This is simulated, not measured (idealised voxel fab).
process module | voxel capacitor over wiring
cross-section cut | 140 nm wide | cells 5 nm
A cross-section is a grid of square cells, given in bands from the top down. A band is one or more rows of cells.
Each band's line starts with the height of the band's top and of its bottom, in nm. Then come its materials from left to right, each with its width in nm. One material with "throughout" fills the band from edge to edge. "air" is empty space.
Height 0 is the level under which the wafer as received is all one material. The lowest band goes on downwards, as in "0 down".
A width such as "30 to 40" changes by the same amount from each row of cells to the next, from the band's top row to its bottom row.
"no change" after a step means that no cell of the cross-section changed.
closed voids: empty space of 8 cells or more with no open way to the top, each as width x height at its distance from the left edge, in nm
after a step's settings: what the simulator itself notes on the step
overlay nm, on a step with a mask: how far to the right of its planned place the mask lay; to the left if negative
plan
1 op RECEIVE | material Si
2 op CONFORMAL_DEP | material SiO2 | thk nm 10
3 op CONFORMAL_DEP | material SiN | thk nm 5
4 op DIRECTIONAL_DEP | material SiO2 | thk nm 15
5 op DIRECTIONAL_DEP | material aC | thk nm 10
6 op PATTERN | tone open | mask id METAL_1 | material resist | width nm 25 | pitch nm 80 | thk nm 25 | overlay nm 0
7 op DIRECTIONAL_ETCH | etch materials aC | depth nm 10
8 op STRIP | etch materials resist
9 op DIRECTIONAL_ETCH | etch materials SiO2 | depth nm 15
10 op DIRECTIONAL_ETCH | etch materials SiN | depth nm 5
11 op STRIP | etch materials aC
12 op CONFORMAL_DEP | material TiN | thk nm 5
13 op FILL_DEP | material W | thk nm 10
14 op CMP | height nm 30
15 op EPI | material Ru | thk nm 5
16 op FILL_DEP | material SiCN | thk nm 5
17 op DIRECTIONAL_DEP | material SiO2 | thk nm 20
18 op DIRECTIONAL_DEP | material aC | thk nm 15
19 op PATTERN | tone open | mask id PLUG_1 | material resist | width nm 15 | thk nm 30 | overlay nm 0
20 op DIRECTIONAL_ETCH | etch materials aC | depth nm 15
21 op STRIP | etch materials resist
22 op DIRECTIONAL_ETCH | etch materials SiO2 | depth nm 20
23 op DIRECTIONAL_ETCH | etch materials SiCN | depth nm 5
24 op STRIP | etch materials aC
25 op EPI | material Ru | thk nm 10
26 op EPI | material Ru | thk nm 10
27 op EPI | material Ru | thk nm 5
28 op DIRECTIONAL_DEP | material TiN | thk nm 10
29 op DIRECTIONAL_DEP | material SiN | thk nm 5
30 op DIRECTIONAL_DEP | material TiN | thk nm 10
31 op DIRECTIONAL_DEP | material aC | thk nm 15
32 op PATTERN | tone cover | mask id UPPER_PLATE | material resist | width nm 60 | thk nm 35 | overlay nm 0
33 op DIRECTIONAL_ETCH | etch materials aC | depth nm 15
34 op STRIP | etch materials resist
35 op DIRECTIONAL_ETCH | etch materials TiN | depth nm 10
36 op DIRECTIONAL_ETCH | etch materials SiN | depth nm 5
37 op STRIP | etch materials aC
38 op DIRECTIONAL_DEP | material aC | thk nm 15
39 op PATTERN | tone cover | mask id LOWER_PLATE | material resist | width nm 70 | thk nm 30 | overlay nm 0
40 op DIRECTIONAL_ETCH | etch materials aC | depth nm 15
41 op STRIP | etch materials resist
42 op DIRECTIONAL_ETCH | etch materials TiN | depth nm 10
43 op STRIP | etch materials aC
44 op FILL_DEP | material SiO2 | thk nm 15
45 op CMP | height nm 95
46 op DIRECTIONAL_DEP | material aC | thk nm 15
47 op PATTERN | tone open | mask id PLUG_2 | material resist | width nm 15 | thk nm 35 | overlay nm 0
48 op DIRECTIONAL_ETCH | etch materials aC | depth nm 15
49 op STRIP | etch materials resist
50 op DIRECTIONAL_ETCH | etch materials SiO2 | depth nm 10
51 op STRIP | etch materials aC
52 op CONFORMAL_DEP | material TiN | thk nm 5
53 op FILL_DEP | material Cu | thk nm 5
54 op CMP | height nm 95
55 op CONFORMAL_DEP | material SiCN | thk nm 5
as received, after step 1
  0 down: Si throughout
  closed voids: none
a wafer at the end: this start, this plan, one mistake
  100 to 95: SiCN throughout
  95 to 90: SiO2 35 | TiN 5 | SiN 45 | SiO2 55
  90 to 85: SiO2 20 | TiN 5 | SiO2 10 | TiN 55 | SiO2 50
  85 to 75: SiO2 20 to 25 | TiN 70 to 15 | SiO2 50 to 100
  75 to 70: SiO2 25 | SiN 15 | SiO2 100
  70 to 60: SiO2 25 | TiN 15 | SiO2 100
  60 to 40: SiO2 throughout
  40 to 35: SiCN throughout
  35 to 30: SiCN 10 | Ru 35 | SiCN 45 | Ru 35 | SiCN 15
  30 to 15: SiO2 15 | TiN 5 | W 15 | TiN 5 | SiO2 55 | TiN 5 | W 15 | TiN 5 | SiO2 20
  15 to 10: SiN 15 | TiN 25 | SiN 55 | TiN 25 | SiN 20
  10 to 0: SiO2 throughout
  0 down: Si throughout
  closed voids: none
what went wrong: step 17 was run twice
